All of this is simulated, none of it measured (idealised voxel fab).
A process module follows: voxel transistor to metal.
Shown is cross-section cut, with a width of 210 nm and square cells of size 5 nm.
Reading order for cross-sections: top band down to bottom band. Underlying form: a grid of square cells. Band size: one or more rows of cells.
Band entry format. Leading values: height of top, height of bottom, nm. Remainder: materials in left-to-right order, each with its width in nm. Special words: "throughout" on a single material, which then fills the band edge to edge; "blank", empty space.
Note: height 0 marks the level under which the wafer is uniformly one material as received. Lowest band unbounded below, written "0..down".
The width entry "30->40" should be interpreted row by row: the top row of cells in the band takes the first number, the bottom row takes the second number, and the change between adjacent rows is uniform throughout.
"changes: none" for a step: no cell of the cross-section changed in that step.
Closed void listing: empty space of 8 cells or more with no open way to the top, each as width x height at its distance from the left edge, in nm
Heads up: the bit after the settings on a step's line is the simulator's remark on that step.
Steps that use a mask can have "overlay nm" on their line. It says how far the mask sat to the right of where it was meant to be. Negative means to the left.

# The planned process steps are enumerated hereunder
1) RECEIVE: material Si
2) CONFORMAL_DEP: material SiO2, thk nm 5
3) CONFORMAL_DEP: material SiN, thk nm 15
4) DIRECTIONAL_DEP: material aC, thk nm 10
5) PATTERN: tone cover, mask id ACTIVE, material resist, width nm 85, thk nm 30, overlay nm 0
6) DIRECTIONAL_ETCH: etch materials aC, depth nm 10
7) STRIP: etch materials resist
8) DIRECTIONAL_ETCH: etch materials SiN, depth nm 15
9) DIRECTIONAL_ETCH: etch materials SiO2, depth nm 5
10) DIRECTIONAL_ETCH: etch materials Si, depth nm 25
11) STRIP: etch materials aC
12) OXIDIZE: depth nm 5
13) FILL_DEP: material SiO2, thk nm 15
14) CMP: height nm 20
15) SELECTIVE_ETCH: etch materials SiO2, depth nm 5
16) STRIP: etch materials SiN
17) SELECTIVE_ETCH: etch materials SiO2, depth nm 5
18) OXIDIZE: depth nm 5
19) DIRECTIONAL_DEP: material polySi, thk nm 20
20) DIRECTIONAL_DEP: material SiCN, thk nm 15
21) MASKED_ETCH: tone cover, mask id GATE, width nm 15, etch materials SiCN, depth nm 25, overlay nm 0
22) MASKED_ETCH: tone cover, mask id GATE, width nm 15, etch materials polySi, depth nm 30, overlay nm 0
23) CONFORMAL_DEP: material SiO2, thk nm 5
24) DIRECTIONAL_ETCH: etch materials SiO2, depth nm 5
25) CONFORMAL_DEP: material SiN, thk nm 5
26) DIRECTIONAL_ETCH: etch materials SiN, depth nm 5
27) DIRECTIONAL_ETCH: etch materials SiO2, depth nm 5
28) DIRECTIONAL_ETCH: etch materials Si, depth nm 5
29) EPI: material pSi, thk nm 10
30) FILL_DEP: material SiO2, thk nm 5
31) CMP: height nm 35
32) DIRECTIONAL_DEP: material SiO2, thk nm 15
33) PATTERN: tone open, mask id CONTACT, material resist, width nm 25, pitch nm 50, thk nm 15, overlay nm 0
34) DIRECTIONAL_ETCH: etch materials SiO2, depth nm 50
35) STRIP: etch materials resist
36) CONFORMAL_DEP: material TiN, thk nm 5
37) FILL_DEP: material Ru, thk nm 10
38) CMP: height nm 50
39) CONFORMAL_DEP: material SiCN, thk nm 5
40) DIRECTIONAL_DEP: material lowk, thk nm 15
41) DIRECTIONAL_DEP: material aC, thk nm 15
42) PATTERN: tone open, mask id METAL_1, material resist, width nm 15, pitch nm 60, thk nm 30, overlay nm 0
43) DIRECTIONAL_ETCH: etch materials aC, depth nm 15
44) STRIP: etch materials resist
45) DIRECTIONAL_ETCH: etch materials lowk, depth nm 15
46) DIRECTIONAL_ETCH: etch materials SiCN, depth nm 5
47) STRIP: etch materials aC
48) CONFORMAL_DEP: material TiN, thk nm 5
49) FILL_DEP: material Ru, thk nm 10
50) CMP: height nm 70
51) CONFORMAL_DEP: material SiCN, thk nm 5
52) DIRECTIONAL_DEP: material SiO2, thk nm 35
53) DIRECTIONAL_DEP: material aC, thk nm 15
54) PATTERN: tone open, mask id METAL_2, material resist, width nm 15, pitch nm 60, thk nm 35, overlay nm 0
55) DIRECTIONAL_ETCH: etch materials aC, depth nm 15
56) STRIP: etch materials resist
57) DIRECTIONAL_ETCH: etch materials SiO2, depth nm 20
58) STRIP: etch materials aC
59) MASKED_ETCH: tone open, mask id METAL_2_HOLES, width nm 15, pitch nm 60, etch materials SiO2, depth nm 15, overlay nm 0
60) MASKED_ETCH: tone open, mask id METAL_2_HOLES, width nm 15, pitch nm 60, etch materials SiCN, depth nm 5, overlay nm 0
61) CONFORMAL_DEP: material TiN, thk nm 5
62) FILL_DEP: material Cu, thk nm 5
63) CMP: height nm 110
64) CONFORMAL_DEP: material SiN, thk nm 5

# Cross-sectional view of the wafer in its as-received condition, corresponding to the state after step 1
0..down = Si throughout
Closed void listing: none

# Starting structure and process plan are as shown above, but one mistake was made in running the module; the wafer cross-section at the end of the module follows
115..110 = SiN throughout
110..75 = 65 of SiO2 | 5 of TiN | 5 of Cu | 5 of TiN | 45 of SiO2 | 5 of TiN | 5 of Cu | 5 of TiN | 70 of SiO2
75..70 = 65 of SiCN | 15 of TiN | 45 of SiCN | 15 of TiN | 70 of SiCN
70..55 = 65 of lowk | 5 of TiN | 5 of Ru | 5 of TiN | 45 of lowk | 5 of TiN | 5 of Ru | 5 of TiN | 70 of lowk
55..50 = 65 of SiCN | 15 of TiN | 45 of SiCN | 15 of TiN | 70 of SiCN
50..35 = 65 of SiO2 | 5 of TiN | 15 of Ru | 5 of TiN | 25 of SiO2 | 5 of TiN | 15 of Ru | 5 of TiN | 70 of SiO2
35..20 = 65 of SiO2 | 5 of TiN | 15 of Ru | 5 of TiN | 5 of SiN | 15 of SiCN | 5 of SiN | 5 of TiN | 15 of Ru | 5 of TiN | 70 of SiO2
20..10 = 65 of SiO2 | 5 of TiN | 15 of Ru | 5 of TiN | 5 of SiN | 15 of polySi | 5 of SiN | 5 of TiN | 15 of Ru | 5 of TiN | 70 of SiO2
10..5 = 65 of SiO2 | 5 of TiN | 5 of Ru | 15 of TiN | 5 of SiN | 15 of polySi | 5 of SiN | 15 of TiN | 5 of Ru | 5 of TiN | 70 of SiO2
5..0 = 55 of SiO2 | 5 of SiN | 5 of SiO2 | 15 of TiN | 10 of pSi | 5 of SiN | 15 of polySi | 5 of SiN | 10 of pSi | 15 of TiN | 5 of SiO2 | 5 of SiN | 60 of SiO2
0..-5 = 55 of SiO2 | 5 of SiN | 30 of pSi | 5 of SiN | 15 of SiO2 | 5 of SiN | 30 of pSi | 5 of SiN | 60 of SiO2
-5..-10 = 60 of SiO2 | 30 of pSi | 25 of Si | 30 of pSi | 65 of SiO2
-10..-30 = 65 of SiO2 | 75 of Si | 70 of SiO2
-30..down = Si throughout
Closed void listing: none
Where did the run depart from the plan? step 23 in the plan did not get run; it was skipped
